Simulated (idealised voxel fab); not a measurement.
Name of the process module below: voxel gate over fins
Section shown: cut. Width: 230 nm. Cell size: 5 nm, square.
Each cross-section below is a grid of square cells, stated as bands in top-down order, with one or more rows of cells making up each band.
Band: top height; bottom height; in nm. Then, left to right: material with width in nm, for each material. "full width": a single material spanning edge to edge. "empty": empty space.
Beneath 0, the wafer as received is one material, and that level is where height counting begins. The lowest band goes on downward without a bottom; it is written like "0 -> down".
The notation "30->40" denotes a width that varies across the rows of cells in the band, beginning at the first number in the top row, finishing at the second number in the bottom row, and changing by an identical amount from each row to the next.
"no modification", as given for a step, is the statement that not any cell of the cross-section underwent a change during that step.
"Closed cavity list": sealed empty spaces, 8 cells or more, no open way to top, listed width x height at distance, with distance from the left edge and width, height and distance in nm.
That trailing text on a step's line, after the settings, is the simulator's own remark on the step.
overlay nm: right-of-plan distance of the mask on a masked step; negative values mean left-of-plan.
Note: before/after cross-section pairs follow, one process step per pair, after-side truncated at the lowest changed band, step and settings given beneath. Different runs of this module on the same starting wafer may supply the pairs; a pair continues the one above only where the "before" entry says so.
## before
	0 -> down = Si full width
	Closed cavity list: none
## After the Step
	5 -> 0 = SiN full width
	No changes below 0.
	Closed cavity list: none
Can you name the step between the two cross-sections above? It is CONFORMAL_DEP, material SiN, thk nm 5
before: The cross-section prior to this step is the one presented after the step of the pair immediately above.
## After the Step
	5 -> 0 = 70 empty  15 SiN  20 empty  15 SiN  20 empty  15 SiN  75 empty
	No changes below 0.
	Closed cavity list: none
Can you name the step between the two cross-sections above? It is MASKED_ETCH, tone cover, mask id FINS, width nm 15, pitch nm 35, etch materials SiN, depth nm 5, overlay nm 0
before: The cross-section prior to this step is the one presented after the step of the pair immediately above.
## After the Step
	5 -> 0 = 70 empty  15 SiN  20 empty  15 SiN  20 empty  15 SiN  75 empty
	0 -> -40 = 70 empty  15 Si  20 empty  15 Si  20 empty  15 Si  75 empty
	No changes below -40.
	Closed cavity list: none
Can you name the step between the two cross-sections above? It is MASKED_ETCH, tone cover, mask id FINS, width nm 15, pitch nm 35, etch materials Si, depth nm 40, overlay nm 0
before: The cross-section prior to this step is the one presented after the step of the pair immediately above.
## After the Step
	5 -> 0 = 70 empty  15 SiN  20 empty  15 SiN  20 empty  15 SiN  75 empty
	0 -> -40 = 70 empty  5 SiO2  5 Si  5 SiO2  20 empty  5 SiO2  5 Si  5 SiO2  20 empty  5 SiO2  5 Si  5 SiO2  75 empty
	-40 -> -45 = 75 SiO2  5 Si  30 SiO2  5 Si  30 SiO2  5 Si  80 SiO2
	No changes below -45.
	Closed cavity list: none
Can you name the step between the two cross-sections above? It is OXIDIZE, depth nm 5
before: The cross-section prior to this step is the one presented after the step of the pair immediately above.
## After the Step
	15 -> 5 = SiO2 full width
	5 -> 0 = 70 SiO2  15 SiN  20 SiO2  15 SiN  20 SiO2  15 SiN  75 SiO2
	0 -> -45 = 75 SiO2  5 Si  30 SiO2  5 Si  30 SiO2  5 Si  80 SiO2
	No changes below -45.
	Closed cavity list: none
Can you name the step between the two cross-sections above? It is FILL_DEP, material SiO2, thk nm 10
before: The cross-section prior to this step is the one presented after the step of the pair immediately above.
## After the Step
	5 -> 0 = 70 SiO2  15 SiN  20 SiO2  15 SiN  20 SiO2  15 SiN  75 SiO2
	No changes below 0.
	Closed cavity list: none
Can you name the step between the two cross-sections above? It is CMP, height nm 5
before: The cross-section prior to this step is the one presented after the step of the pair immediately above.
## After the Step
	5 -> 0 = 70 empty  15 SiN  20 empty  15 SiN  20 empty  15 SiN  75 empty
	0 -> -15 = 75 empty  5 Si  30 empty  5 Si  30 empty  5 Si  80 empty
	No changes below -15.
	Closed cavity list: none
Can you name the step between the two cross-sections above? It is SELECTIVE_ETCH, etch materials SiO2, depth nm 20
before: The cross-section prior to this step is the one presented after the step of the pair immediately above.
## After the Step
	0 -> -15 = 75 empty  5 Si  30 empty  5 Si  30 empty  5 Si  80 empty
	No changes below -15.
	Closed cavity list: none
Can you name the step between the two cross-sections above? It is STRIP, etch materials SiN
before: The cross-section prior to this step is the one presented after the step of the pair immediately above.
## After the Step
	5 -> 0 = 70 empty  15 HfO2  20 empty  15 HfO2  20 empty  15 HfO2  75 empty
	0 -> -10 = 70 empty  5 HfO2  5 Si  5 HfO2  20 empty  5 HfO2  5 Si  5 HfO2  20 empty  5 HfO2  5 Si  5 HfO2  75 empty
	-10 -> -15 = 75 HfO2  5 Si  30 HfO2  5 Si  30 HfO2  5 Si  80 HfO2
	No changes below -15.
	Closed cavity list: none
Can you name the step between the two cross-sections above? It is CONFORMAL_DEP, material HfO2, thk nm 5
before: The cross-section prior to this step is the one presented after the step of the pair immediately above.
## After the Step
	10 -> 5 = 65 empty  25 TiN  10 empty  25 TiN  10 empty  25 TiN  70 empty
	5 -> 0 = 65 empty  5 TiN  15 HfO2  5 TiN  10 empty  5 TiN  15 HfO2  5 TiN  10 empty  5 TiN  15 HfO2  5 TiN  70 empty
	0 -> -5 = 65 empty  5 TiN  5 HfO2  5 Si  5 HfO2  5 TiN  10 empty  5 TiN  5 HfO2  5 Si  5 HfO2  5 TiN  10 empty  5 TiN  5 HfO2  5 Si  5 HfO2  5 TiN  70 empty
	-5 -> -10 = 70 TiN  5 HfO2  5 Si  5 HfO2  20 TiN  5 HfO2  5 Si  5 HfO2  20 TiN  5 HfO2  5 Si  5 HfO2  75 TiN
	No changes below -10.
	Closed cavity list: none
Can you name the step between the two cross-sections above? It is CONFORMAL_DEP, material TiN, thk nm 5
before: The cross-section prior to this step is the one presented after the step of the pair immediately above.
## After the Step
	25 -> 10 = W full width
	10 -> 5 = 65 W  25 TiN  10 W  25 TiN  10 W  25 TiN  70 W
	5 -> 0 = 65 W  5 TiN  15 HfO2  5 TiN  10 W  5 TiN  15 HfO2  5 TiN  10 W  5 TiN  15 HfO2  5 TiN  70 W
	0 -> -5 = 65 W  5 TiN  5 HfO2  5 Si  5 HfO2  5 TiN  10 W  5 TiN  5 HfO2  5 Si  5 HfO2  5 TiN  10 W  5 TiN  5 HfO2  5 Si  5 HfO2  5 TiN  70 W
	No changes below -5.
	Closed cavity list: none
Can you name the step between the two cross-sections above? It is FILL_DEP, material W, thk nm 15
before: The cross-section prior to this step is the one presented after the step of the pair immediately above.
## After the Step
	20 -> 10 = W full width
	No changes below 10.
	Closed cavity list: none
Can you name the step between the two cross-sections above? It is CMP, height nm 20
before: The cross-section prior to this step is the one presented after the step of the pair immediately above.
## After the Step
	25 -> 20 = SiCN full width
	No changes below 20.
	Closed cavity list: none
Can you name the step between the two cross-sections above? It is CONFORMAL_DEP, material SiCN, thk nm 5
## before
	0 -> -15 = 75 empty  5 Si  30 empty  5 Si  30 empty  5 Si  80 empty
	-15 -> -45 = 75 SiO2  5 Si  30 SiO2  5 Si  30 SiO2  5 Si  80 SiO2
	-45 -> down = Si full width
	Closed cavity list: none
## After the Step
	5 -> 0 = 70 empty  15 TiN  20 empty  15 TiN  20 empty  15 TiN  75 empty
	0 -> -10 = 70 empty  5 TiN  5 Si  5 TiN  20 empty  5 TiN  5 Si  5 TiN  20 empty  5 TiN  5 Si  5 TiN  75 empty
	-10 -> -15 = 75 TiN  5 Si  30 TiN  5 Si  30 TiN  5 Si  80 TiN
	No changes below -15.
	Closed cavity list: none
Can you name the step between the two cross-sections above? It is CONFORMAL_DEP, material TiN, thk nm 5
before: The cross-section prior to this step is the one presented after the step of the pair immediately above.
## After the Step
	20 -> 5 = W full width
	5 -> 0 = 70 W  15 TiN  20 W  15 TiN  20 W  15 TiN  75 W
	0 -> -10 = 70 W  5 TiN  5 Si  5 TiN  20 W  5 TiN  5 Si  5 TiN  20 W  5 TiN  5 Si  5 TiN  75 W
	No changes below -10.
	Closed cavity list: none
Can you name the step between the two cross-sections above? It is FILL_DEP, material W, thk nm 15
before: The cross-section prior to this step is the one presented after the step of the pair immediately above.
## After the Step
	25 -> 20 = SiCN full width
	No changes below 20.
	Closed cavity list: none
Can you name the step between the two cross-sections above? It is CONFORMAL_DEP, material SiCN, thk nm 5
## before
	5 -> 0 = 70 empty  15 SiN  20 empty  15 SiN  20 empty  15 SiN  75 empty
	0 -> -15 = 75 empty  5 Si  30 empty  5 Si  30 empty  5 Si  80 empty
	-15 -> -45 = 75 SiO2  5 Si  30 SiO2  5 Si  30 SiO2  5 Si  80 SiO2
	-45 -> down = Si full width
	Closed cavity list: none
## After the Step
	5 -> 0 = 70 empty  15 SiN  20 empty  15 SiN  20 empty  15 SiN  75 empty
	0 -> -35 = 75 empty  5 Si  30 empty  5 Si  30 empty  5 Si  80 empty
	No changes below -35.
	Closed cavity list: none
Can you name the step between the two cross-sections above? It is SELECTIVE_ETCH, etch materials SiO2, depth nm 20
before: The cross-section prior to this step is the one presented after the step of the pair immediately above.
## After the Step
	0 -> -35 = 75 empty  5 Si  30 empty  5 Si  30 empty  5 Si  80 empty
	No changes below -35.
	Closed cavity list: none
Can you name the step between the two cross-sections above? It is STRIP, etch materials SiN
before: The cross-section prior to this step is the one presented after the step of the pair immediately above.
## After the Step
	5 -> 0 = 70 empty  15 HfO2  20 empty  15 HfO2  20 empty  15 HfO2  75 empty
	0 -> -30 = 70 empty  5 HfO2  5 Si  5 HfO2  20 empty  5 HfO2  5 Si  5 HfO2  20 empty  5 HfO2  5 Si  5 HfO2  75 empty
	-30 -> -35 = 75 HfO2  5 Si  30 HfO2  5 Si  30 HfO2  5 Si  80 HfO2
	No changes below -35.
	Closed cavity list: none
Can you name the step between the two cross-sections above? It is CONFORMAL_DEP, material HfO2, thk nm 5
before: The cross-section prior to this step is the one presented after the step of the pair immediately above.
## After the Step
	10 -> 5 = 65 empty  25 TiN  10 empty  25 TiN  10 empty  25 TiN  70 empty
	5 -> 0 = 65 empty  5 TiN  15 HfO2  5 TiN  10 empty  5 TiN  15 HfO2  5 TiN  10 empty  5 TiN  15 HfO2  5 TiN  70 empty
	0 -> -25 = 65 empty  5 TiN  5 HfO2  5 Si  5 HfO2  5 TiN  10 empty  5 TiN  5 HfO2  5 Si  5 HfO2  5 TiN  10 empty  5 TiN  5 HfO2  5 Si  5 HfO2  5 TiN  70 empty
	-25 -> -30 = 70 TiN  5 HfO2  5 Si  5 HfO2  20 TiN  5 HfO2  5 Si  5 HfO2  20 TiN  5 HfO2  5 Si  5 HfO2  75 TiN
	No changes below -30.
	Closed cavity list: none
Can you name the step between the two cross-sections above? It is CONFORMAL_DEP, material TiN, thk nm 5
before: The cross-section prior to this step is the one presented after the step of the pair immediately above.
## After the Step
	25 -> 10 = W full width
	10 -> 5 = 65 W  25 TiN  10 W  25 TiN  10 W  25 TiN  70 W
	5 -> 0 = 65 W  5 TiN  15 HfO2  5 TiN  10 W  5 TiN  15 HfO2  5 TiN  10 W  5 TiN  15 HfO2  5 TiN  70 W
	0 -> -25 = 65 W  5 TiN  5 HfO2  5 Si  5 HfO2  5 TiN  10 W  5 TiN  5 HfO2  5 Si  5 HfO2  5 TiN  10 W  5 TiN  5 HfO2  5 Si  5 HfO2  5 TiN  70 W
	No changes below -25.
	Closed cavity list: none
Can you name the step between the two cross-sections above? It is FILL_DEP, material W, thk nm 15
before: The cross-section prior to this step is the one presented after the step of the pair immediately above.
## After the Step
	20 -> 10 = W full width
	No changes below 10.
	Closed cavity list: none
Can you name the step between the two cross-sections above? It is CMP, height nm 20
before: The cross-section prior to this step is the one presented after the step of the pair immediately above.
## After the Step
	25 -> 20 = SiCN full width
	No changes below 20.
	Closed cavity list: none
Can you name the step between the two cross-sections above? It is CONFORMAL_DEP, material SiCN, thk nm 5
## before
	5 -> 0 = 70 empty  15 TiN  20 empty  15 TiN  20 empty  15 TiN  75 empty
	0 -> -10 = 70 empty  5 TiN  5 Si  5 TiN  20 empty  5 TiN  5 Si  5 TiN  20 empty  5 TiN  5 Si  5 TiN  75 empty
	-10 -> -15 = 75 TiN  5 Si  30 TiN  5 Si  30 TiN  5 Si  80 TiN
	-15 -> -45 = 75 SiO2  5 Si  30 SiO2  5 Si  30 SiO2  5 Si  80 SiO2
	-45 -> down = Si full width
	Closed cavity list: none
## After the Step
	10 -> 5 = 65 empty  25 HfO2  10 empty  25 HfO2  10 empty  25 HfO2  70 empty
	5 -> 0 = 65 empty  5 HfO2  15 TiN  5 HfO2  10 empty  5 HfO2  15 TiN  5 HfO2  10 empty  5 HfO2  15 TiN  5 HfO2  70 empty
	0 -> -5 = 65 empty  5 HfO2  5 TiN  5 Si  5 TiN  5 HfO2  10 empty  5 HfO2  5 TiN  5 Si  5 TiN  5 HfO2  10 empty  5 HfO2  5 TiN  5 Si  5 TiN  5 HfO2  70 empty
	-5 -> -10 = 70 HfO2  5 TiN  5 Si  5 TiN  20 HfO2  5 TiN  5 Si  5 TiN  20 HfO2  5 TiN  5 Si  5 TiN  75 HfO2
	No changes below -10.
	Closed cavity list: none
Can you name the step between the two cross-sections above? It is CONFORMAL_DEP, material HfO2, thk nm 5
before: The cross-section prior to this step is the one presented after the step of the pair immediately above.
## After the Step
	25 -> 10 = W full width
	10 -> 5 = 65 W  25 HfO2  10 W  25 HfO2  10 W  25 HfO2  70 W
	5 -> 0 = 65 W  5 HfO2  15 TiN  5 HfO2  10 W  5 HfO2  15 TiN  5 HfO2  10 W  5 HfO2  15 TiN  5 HfO2  70 W
	0 -> -5 = 65 W  5 HfO2  5 TiN  5 Si  5 TiN  5 HfO2  10 W  5 HfO2  5 TiN  5 Si  5 TiN  5 HfO2  10 W  5 HfO2  5 TiN  5 Si  5 TiN  5 HfO2  70 W
	No changes below -5.
	Closed cavity list: none
Can you name the step between the two cross-sections above? It is FILL_DEP, material W, thk nm 15
before: The cross-section prior to this step is the one presented after the step of the pair immediately above.
## After the Step
	20 -> 10 = W full width
	No changes below 10.
	Closed cavity list: none
Can you name the step between the two cross-sections above? It is CMP, height nm 20
before: The cross-section prior to this step is the one presented after the step of the pair immediately above.
## After the Step
	25 -> 20 = SiCN full width
	No changes below 20.
	Closed cavity list: none
Can you name the step between the two cross-sections above? It is CONFORMAL_DEP, material SiCN, thk nm 5
## before
	20 -> 10 = W full width
	10 -> 5 = 65 W  25 TiN  10 W  25 TiN  10 W  25 TiN  70 W
	5 -> 0 = 65 W  5 TiN  15 HfO2  5 TiN  10 W  5 TiN  15 HfO2  5 TiN  10 W  5 TiN  15 HfO2  5 TiN  70 W
	0 -> -5 = 65 W  5 TiN  5 HfO2  5 Si  5 HfO2  5 TiN  10 W  5 TiN  5 HfO2  5 Si  5 HfO2  5 TiN  10 W  5 TiN  5 HfO2  5 Si  5 HfO2  5 TiN  70 W
	-5 -> -10 = 70 TiN  5 HfO2  5 Si  5 HfO2  20 TiN  5 HfO2  5 Si  5 HfO2  20 TiN  5 HfO2  5 Si  5 HfO2  75 TiN
	-10 -> -15 = 75 HfO2  5 Si  30 HfO2  5 Si  30 HfO2  5 Si  80 HfO2
	-15 -> -45 = 75 SiO2  5 Si  30 SiO2  5 Si  30 SiO2  5 Si  80 SiO2
	-45 -> down = Si full width
	Closed cavity list: none
## After the Step
	35 -> 20 = SiCN full width
	No changes below 20.
	Closed cavity list: none
Can you name the step between the two cross-sections above? It is CONFORMAL_DEP, material SiCN, thk nm 15
## before
	5 -> 0 = SiN full width
	0 -> down = Si full width
	Closed cavity list: none
## After the Step
	5 -> 0 = 70 empty  20 SiN  15 empty  20 SiN  15 empty  20 SiN  70 empty
	No changes below 0.
	Closed cavity list: none
Can you name the step between the two cross-sections above? It is MASKED_ETCH, tone cover, mask id FINS, width nm 20, pitch nm 35, etch materials SiN, depth nm 5, overlay nm 0
before: The cross-section prior to this step is the one presented after the step of the pair immediately above.
## After the Step
	5 -> 0 = 70 empty  20 SiN  15 empty  20 SiN  15 empty  20 SiN  70 empty
	0 -> -40 = 70 empty  20 Si  15 empty  20 Si  15 empty  20 Si  70 empty
	No changes below -40.
	Closed cavity list: none
Can you name the step between the two cross-sections above? It is MASKED_ETCH, tone cover, mask id FINS, width nm 15, pitch nm 35, etch materials Si, depth nm 40, overlay nm 0
before: The cross-section prior to this step is the one presented after the step of the pair immediately above.
## After the Step
	5 -> 0 = 70 empty  20 SiN  15 empty  20 SiN  15 empty  20 SiN  70 empty
	0 -> -40 = 70 empty  5 SiO2  10 Si  5 SiO2  15 empty  5 SiO2  10 Si  5 SiO2  15 empty  5 SiO2  10 Si  5 SiO2  70 empty
	-40 -> -45 = 75 SiO2  10 Si  25 SiO2  10 Si  25 SiO2  10 Si  75 SiO2
	No changes below -45.
	Closed cavity list: none
Can you name the step between the two cross-sections above? It is OXIDIZE, depth nm 5
before: The cross-section prior to this step is the one presented after the step of the pair immediately above.
## After the Step
	15 -> 5 = SiO2 full width
	5 -> 0 = 70 SiO2  20 SiN  15 SiO2  20 SiN  15 SiO2  20 SiN  70 SiO2
	0 -> -45 = 75 SiO2  10 Si  25 SiO2  10 Si  25 SiO2  10 Si  75 SiO2
	No changes below -45.
	Closed cavity list: none
Can you name the step between the two cross-sections above? It is FILL_DEP, material SiO2, thk nm 10
before: The cross-section prior to this step is the one presented after the step of the pair immediately above.
## After the Step
	5 -> 0 = 70 SiO2  20 SiN  15 SiO2  20 SiN  15 SiO2  20 SiN  70 SiO2
	No changes below 0.
	Closed cavity list: none
Can you name the step between the two cross-sections above? It is CMP, height nm 5
before: The cross-section prior to this step is the one presented after the step of the pair immediately above.
## After the Step
	5 -> 0 = 70 empty  20 SiN  15 empty  20 SiN  15 empty  20 SiN  70 empty
	0 -> -15 = 75 empty  10 Si  25 empty  10 Si  25 empty  10 Si  75 empty
	No changes below -15.
	Closed cavity list: none
Can you name the step between the two cross-sections above? It is SELECTIVE_ETCH, etch materials SiO2, depth nm 20
before: The cross-section prior to this step is the one presented after the step of the pair immediately above.
## After the Step
	0 -> -15 = 75 empty  10 Si  25 empty  10 Si  25 empty  10 Si  75 empty
	No changes below -15.
	Closed cavity list: none
Can you name the step between the two cross-sections above? It is STRIP, etch materials SiN
before: The cross-section prior to this step is the one presented after the step of the pair immediately above.
## After the Step
	5 -> 0 = 70 empty  20 HfO2  15 empty  20 HfO2  15 empty  20 HfO2  70 empty
	0 -> -10 = 70 empty  5 HfO2  10 Si  5 HfO2  15 empty  5 HfO2  10 Si  5 HfO2  15 empty  5 HfO2  10 Si  5 HfO2  70 empty
	-10 -> -15 = 75 HfO2  10 Si  25 HfO2  10 Si  25 HfO2  10 Si  75 HfO2
	No changes below -15.
	Closed cavity list: none
Can you name the step between the two cross-sections above? It is CONFORMAL_DEP, material HfO2, thk nm 5
before: The cross-section prior to this step is the one presented after the step of the pair immediately above.
## After the Step
	10 -> 5 = 65 empty  30 TiN  5 empty  30 TiN  5 empty  30 TiN  65 empty
	5 -> 0 = 65 empty  5 TiN  20 HfO2  5 TiN  5 empty  5 TiN  20 HfO2  5 TiN  5 empty  5 TiN  20 HfO2  5 TiN  65 empty
	0 -> -5 = 65 empty  5 TiN  5 HfO2  10 Si  5 HfO2  5 TiN  5 empty  5 TiN  5 HfO2  10 Si  5 HfO2  5 TiN  5 empty  5 TiN  5 HfO2  10 Si  5 HfO2  5 TiN  65 empty
	-5 -> -10 = 70 TiN  5 HfO2  10 Si  5 HfO2  15 TiN  5 HfO2  10 Si  5 HfO2  15 TiN  5 HfO2  10 Si  5 HfO2  70 TiN
	No changes below -10.
	Closed cavity list: none
Can you name the step between the two cross-sections above? It is CONFORMAL_DEP, material TiN, thk nm 5
before: The cross-section prior to this step is the one presented after the step of the pair immediately above.
## After the Step
	25 -> 10 = W full width
	10 -> 5 = 65 W  30 TiN  5 W  30 TiN  5 W  30 TiN  65 W
	5 -> 0 = 65 W  5 TiN  20 HfO2  5 TiN  5 W  5 TiN  20 HfO2  5 TiN  5 W  5 TiN  20 HfO2  5 TiN  65 W
	0 -> -5 = 65 W  5 TiN  5 HfO2  10 Si  5 HfO2  5 TiN  5 W  5 TiN  5 HfO2  10 Si  5 HfO2  5 TiN  5 W  5 TiN  5 HfO2  10 Si  5 HfO2  5 TiN  65 W
	No changes below -5.
	Closed cavity list: none
Can you name the step between the two cross-sections above? It is FILL_DEP, material W, thk nm 15
before: The cross-section prior to this step is the one presented after the step of the pair immediately above.
## After the Step
	20 -> 10 = W full width
	No changes below 10.
	Closed cavity list: none
Can you name the step between the two cross-sections above? It is CMP, height nm 20
before: The cross-section prior to this step is the one presented after the step of the pair immediately above.
## After the Step
	25 -> 20 = SiCN full width
	No changes below 20.
	Closed cavity list: none
Can you name the step between the two cross-sections above? It is CONFORMAL_DEP, material SiCN, thk nm 5
## before
	5 -> 0 = SiN full width
	0 -> down = Si full width
	Closed cavity list: none
## After the Step
	5 -> 0 = 80 empty  15 SiN  20 empty  15 SiN  20 empty  15 SiN  65 empty
	No changes below 0.
	Closed cavity list: none
Can you name the step between the two cross-sections above? It is MASKED_ETCH, tone cover, mask id FINS, width nm 15, pitch nm 35, etch materials SiN, depth nm 5, overlay nm 10
before: The cross-section prior to this step is the one presented after the step of the pair immediately above.
## After the Step
	5 -> 0 = 80 empty  15 SiN  20 empty  15 SiN  20 empty  15 SiN  65 empty
	0 -> -40 = 70 empty  25 Si  10 empty  25 Si  10 empty  25 Si  65 empty
	No changes below -40.
	Closed cavity list: none
Can you name the step between the two cross-sections above? It is MASKED_ETCH, tone cover, mask id FINS, width nm 15, pitch nm 35, etch materials Si, depth nm 40, overlay nm 0
before: The cross-section prior to this step is the one presented after the step of the pair immediately above.
## After the Step
	5 -> 0 = 80 empty  15 SiN  20 empty  15 SiN  20 empty  15 SiN  65 empty
	0 -> -5 = 70 empty  15 SiO2  5 Si  5 SiO2  10 empty  15 SiO2  5 Si  5 SiO2  10 empty  15 SiO2  5 Si  5 SiO2  65 empty
	-5 -> -40 = 70 empty  5 SiO2  15 Si  5 SiO2  10 empty  5 SiO2  15 Si  5 SiO2  10 empty  5 SiO2  15 Si  5 SiO2  65 empty
	-40 -> -45 = 75 SiO2  15 Si  20 SiO2  15 Si  20 SiO2  15 Si  70 SiO2
	No changes below -45.
	Closed cavity list: none
Can you name the step between the two cross-sections above? It is OXIDIZE, depth nm 5
before: The cross-section prior to this step is the one presented after the step of the pair immediately above.
## After the Step
	15 -> 5 = SiO2 full width
	5 -> 0 = 80 SiO2  15 SiN  20 SiO2  15 SiN  20 SiO2  15 SiN  65 SiO2
	0 -> -5 = 85 SiO2  5 Si  30 SiO2  5 Si  30 SiO2  5 Si  70 SiO2
	-5 -> -45 = 75 SiO2  15 Si  20 SiO2  15 Si  20 SiO2  15 Si  70 SiO2
	No changes below -45.
	Closed cavity list: none
Can you name the step between the two cross-sections above? It is FILL_DEP, material SiO2, thk nm 10
before: The cross-section prior to this step is the one presented after the step of the pair immediately above.
## After the Step
	5 -> 0 = 80 SiO2  15 SiN  20 SiO2  15 SiN  20 SiO2  15 SiN  65 SiO2
	No changes below 0.
	Closed cavity list: none
Can you name the step between the two cross-sections above? It is CMP, height nm 5
before: The cross-section prior to this step is the one presented after the step of the pair immediately above.
## After the Step
	5 -> 0 = 80 empty  15 SiN  20 empty  15 SiN  20 empty  15 SiN  65 empty
	0 -> -5 = 85 empty  5 Si  30 empty  5 Si  30 empty  5 Si  70 empty
	-5 -> -15 = 75 empty  15 Si  20 empty  15 Si  20 empty  15 Si  70 empty
	No changes below -15.
	Closed cavity list: none
Can you name the step between the two cross-sections above? It is SELECTIVE_ETCH, etch materials SiO2, depth nm 20
before: The cross-section prior to this step is the one presented after the step of the pair immediately above.
## After the Step
	0 -> -5 = 85 empty  5 Si  30 empty  5 Si  30 empty  5 Si  70 empty
	No changes below -5.
	Closed cavity list: none
Can you name the step between the two cross-sections above? It is STRIP, etch materials SiN
before: The cross-section prior to this step is the one presented after the step of the pair immediately above.
## After the Step
	5 -> 0 = 80 empty  15 HfO2  20 empty  15 HfO2  20 empty  15 HfO2  65 empty
	0 -> -10 = 70 empty  15->5 HfO2  5->15 Si  5 HfO2  10 empty  15->5 HfO2  5->15 Si  5 HfO2  10 empty  15->5 HfO2  5->15 Si  5 HfO2  65 empty
	-10 -> -15 = 75 HfO2  15 Si  20 HfO2  15 Si  20 HfO2  15 Si  70 HfO2
	No changes below -15.
	Closed cavity list: none
Can you name the step between the two cross-sections above? It is CONFORMAL_DEP, material HfO2, thk nm 5
before: The cross-section prior to this step is the one presented after the step of the pair immediately above.
## After the Step
	10 -> 5 = 75 empty  25 TiN  10 empty  25 TiN  10 empty  25 TiN  60 empty
	5 -> 0 = 65 empty  15 TiN  15 HfO2  20 TiN  15 HfO2  20 TiN  15 HfO2  5 TiN  60 empty
	0 -> -5 = 65 empty  5 TiN  15 HfO2  5 Si  5 HfO2  10 TiN  15 HfO2  5 Si  5 HfO2  10 TiN  15 HfO2  5 Si  5 HfO2  5 TiN  60 empty
	-5 -> -10 = 70 TiN  5 HfO2  15 Si  5 HfO2  10 TiN  5 HfO2  15 Si  5 HfO2  10 TiN  5 HfO2  15 Si  5 HfO2  65 TiN
	No changes below -10.
	Closed cavity list: none
Can you name the step between the two cross-sections above? It is CONFORMAL_DEP, material TiN, thk nm 5
before: The cross-section prior to this step is the one presented after the step of the pair immediately above.
## After the Step
	25 -> 10 = W full width
	10 -> 5 = 75 W  25 TiN  10 W  25 TiN  10 W  25 TiN  60 W
	5 -> 0 = 65 W  15 TiN  15 HfO2  20 TiN  15 HfO2  20 TiN  15 HfO2  5 TiN  60 W
	0 -> -5 = 65 W  5 TiN  15 HfO2  5 Si  5 HfO2  10 TiN  15 HfO2  5 Si  5 HfO2  10 TiN  15 HfO2  5 Si  5 HfO2  5 TiN  60 W
	No changes below -5.
	Closed cavity list: none
Can you name the step between the two cross-sections above? It is FILL_DEP, material W, thk nm 15
before: The cross-section prior to this step is the one presented after the step of the pair immediately above.
## After the Step
	20 -> 10 = W full width
	No changes below 10.
	Closed cavity list: none
Can you name the step between the two cross-sections above? It is CMP, height nm 20
before: The cross-section prior to this step is the one presented after the step of the pair immediately above.
## After the Step
	25 -> 20 = SiCN full width
	No changes below 20.
	Closed cavity list: none
Can you name the step between the two cross-sections above? It is CONFORMAL_DEP, material SiCN, thk nm 5
## before
	5 -> 0 = 70 empty  15 SiN  20 empty  15 SiN  20 empty  15 SiN  75 empty
	0 -> -40 = 70 empty  5 SiO2  5 Si  5 SiO2  20 empty  5 SiO2  5 Si  5 SiO2  20 empty  5 SiO2  5 Si  5 SiO2  75 empty
	-40 -> -45 = 75 SiO2  5 Si  30 SiO2  5 Si  30 SiO2  5 Si  80 SiO2
	-45 -> down = Si full width
	Closed cavity list: none
## After the Step
	15 -> 5 = SiCN full width
	5 -> 0 = 70 SiCN  15 SiN  20 SiCN  15 SiN  20 SiCN  15 SiN  75 SiCN
	0 -> -40 = 70 SiCN  5 SiO2  5 Si  5 SiO2  20 SiCN  5 SiO2  5 Si  5 SiO2  20 SiCN  5 SiO2  5 Si  5 SiO2  75 SiCN
	No changes below -40.
	Closed cavity list: none
Can you name the step between the two cross-sections above? It is FILL_DEP, material SiCN, thk nm 10
before: The cross-section prior to this step is the one presented after the step of the pair immediately above.
## After the Step
	5 -> 0 = 70 SiCN  15 SiN  20 SiCN  15 SiN  20 SiCN  15 SiN  75 SiCN
	No changes below 0.
	Closed cavity list: none
Can you name the step between the two cross-sections above? It is CMP, height nm 5
before: The cross-section prior to this step is the one presented after the step of the pair immediately above.
## After the Step
	5 -> 0 = 70 SiCN  15 empty  20 SiCN  15 empty  20 SiCN  15 empty  75 SiCN
	No changes below 0.
	Closed cavity list: none
Can you name the step between the two cross-sections above? It is STRIP, etch materials SiN
before: The cross-section prior to this step is the one presented after the step of the pair immediately above.
## After the Step
	10 -> 5 = 75 HfO2  5 empty  30 HfO2  5 empty  30 HfO2  5 empty  80 HfO2
	5 -> 0 = 70 SiCN  15 HfO2  20 SiCN  15 HfO2  20 SiCN  15 HfO2  75 SiCN
	No changes below 0.
	Closed cavity list: none
Can you name the step between the two cross-sections above? It is CONFORMAL_DEP, material HfO2, thk nm 5
before: The cross-section prior to this step is the one presented after the step of the pair immediately above.
## After the Step
	15 -> 10 = TiN full width
	10 -> 5 = 75 HfO2  5 TiN  30 HfO2  5 TiN  30 HfO2  5 TiN  80 HfO2
	No changes below 5.
	Closed cavity list: none
Can you name the step between the two cross-sections above? It is CONFORMAL_DEP, material TiN, thk nm 5
before: The cross-section prior to this step is the one presented after the step of the pair immediately above.
## After the Step
	30 -> 15 = W full width
	No changes below 15.
	Closed cavity list: none
Can you name the step between the two cross-sections above? It is FILL_DEP, material W, thk nm 15
before: The cross-section prior to this step is the one presented after the step of the pair immediately above.
## After the Step
	20 -> 15 = W full width
	No changes below 15.
	Closed cavity list: none
Can you name the step between the two cross-sections above? It is CMP, height nm 20
before: The cross-section prior to this step is the one presented after the step of the pair immediately above.
## After the Step
	25 -> 20 = SiCN full width
	No changes below 20.
	Closed cavity list: none
Can you name the step between the two cross-sections above? It is CONFORMAL_DEP, material SiCN, thk nm 5
## before
	5 -> 0 = SiN full width
	0 -> down = Si full width
	Closed cavity list: none
## After the Step
	5 -> 0 = 70 SiN  15 empty  20 SiN  15 empty  20 SiN  15 empty  75 SiN
	No changes below 0.
	Closed cavity list: none
Can you name the step between the two cross-sections above? It is MASKED_ETCH, tone open, mask id FINS, width nm 15, pitch nm 35, etch materials SiN, depth nm 5, overlay nm 0
before: The cross-section prior to this step is the one presented after the step of the pair immediately above.
## After the Step
	5 -> 0 = 70 SiN  15 empty  20 SiN  15 empty  20 SiN  15 empty  75 SiN
	0 -> -5 = 65 Si  25 SiO2  10 Si  25 SiO2  10 Si  25 SiO2  70 Si
	No changes below -5.
	Closed cavity list: none
Can you name the step between the two cross-sections above? It is OXIDIZE, depth nm 5
before: The cross-section prior to this step is the one presented after the step of the pair immediately above.
## After the Step
	15 -> 5 = SiO2 full width
	5 -> 0 = 70 SiN  15 SiO2  20 SiN  15 SiO2  20 SiN  15 SiO2  75 SiN
	No changes below 0.
	Closed cavity list: none
Can you name the step between the two cross-sections above? It is FILL_DEP, material SiO2, thk nm 10
before: The cross-section prior to this step is the one presented after the step of the pair immediately above.
## After the Step
	5 -> 0 = 70 SiN  15 SiO2  20 SiN  15 SiO2  20 SiN  15 SiO2  75 SiN
	No changes below 0.
	Closed cavity list: none
Can you name the step between the two cross-sections above? It is CMP, height nm 5
